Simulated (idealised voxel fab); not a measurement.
process module | voxel released beams
300 nm wide, 5 nm square cells: that's cross-section cut.
Cross-section spec: square-cell grid; bands listed top down; each band is one or more rows.
Band entry format. Leading values: height of top, height of bottom, nm. Remainder: materials in left-to-right order, each with its width in nm. Special words: "everywhere" on a single material, which then fills the band edge to edge; "empty", empty space.
Heights are reckoned from 0. Under this level, the received wafer is all of one material. The bottommost band is open-ended downward, for example "top 0, no bottom".
So if you see something like "30 to 40" for the width, read it as the top row of the band sitting at the first number and the bottom row at the second, with every row in between moving by the same amount as the last.
It should be understood that the words "everything unchanged", when stated for a given step, signify that the cross-section underwent no change in any of its cells during that step.
In "Enclosed cavity list" the enclosed voids are listed, meaning empty spaces of 8 cells or larger without any opening to the top. The form is width x height at distance, distance from the left edge, units nm.
On each step's line, the part that comes after the settings is the simulator's own comment on the step.
overlay nm, on a step with a mask: how far to the right of its planned place the mask lay; to the left if negative

**The steps planned for the process are as follows**
- 1: RECEIVE,material Si
- 2: CONFORMAL_DEP,material Al2O3,thk nm 10
- 3: DIRECTIONAL_DEP,material SiO2,thk nm 15
- 4: MASKED_ETCH,tone open,mask id ANCHOR,width nm 25,etch materials SiO2,depth nm 15,overlay nm 0
- 5: CONFORMAL_DEP,material W,thk nm 10
- 6: PATTERN,tone cover,mask id BEAM,material resist,width nm 100,thk nm 20,overlay nm 0
- 7: DIRECTIONAL_ETCH,etch materials W,depth nm 10
- 8: STRIP,etch materials resist
- 9: STRIP,etch materials SiO2
Wafers differ in width nm at step 4; plan lists the first wafer's value; identical starting state.

**So this is the first of several wafers, cross-sectioned as it came to us, meaning it's at the end of step 1**
top 0, no bottom  Si everywhere
Enclosed cavity list: none

**End of module: cross-section of the first of several wafers after step 9, the last step**
top 35, bottom 25  empty (95); W (20); empty (5); W (75); empty (105)
top 25, bottom 20  empty (105); W (10); empty (5); W (10); empty (170)
top 20, bottom 10  empty (105); W (25); empty (170)
top 10, bottom 0  Al2O3 everywhere
top 0, no bottom  Si everywhere
Enclosed cavity list: none

**End of module: cross-section, last of several wafers**
top 35, bottom 25  empty (95); W (10); empty (30); W (60); empty (105)
top 25, bottom 20  empty (95); W (10); empty (30); W (10); empty (155)
top 20, bottom 10  empty (95); W (50); empty (155)
top 10, bottom 0  Al2O3 everywhere
top 0, no bottom  Si everywhere
Enclosed cavity list: none

**So in this table every wafer gets its own row, and what you see is where it stands at the end of the module: for each material, how many cells it picked up (+) or gave up (-) since we received it, and after that its closed voids**
width nm 25 | +120 Al2O3 | +52 W | Enclosed cavity list: none
width nm 30 | +120 Al2O3 | +52 W | Enclosed cavity list: none
width nm 35 | +120 Al2O3 | +52 W | Enclosed cavity list: none
width nm 40 | +120 Al2O3 | +52 W | Enclosed cavity list: none
width nm 45 | +120 Al2O3 | +52 W | Enclosed cavity list: none
width nm 50 | +120 Al2O3 | +52 W | Enclosed cavity list: none
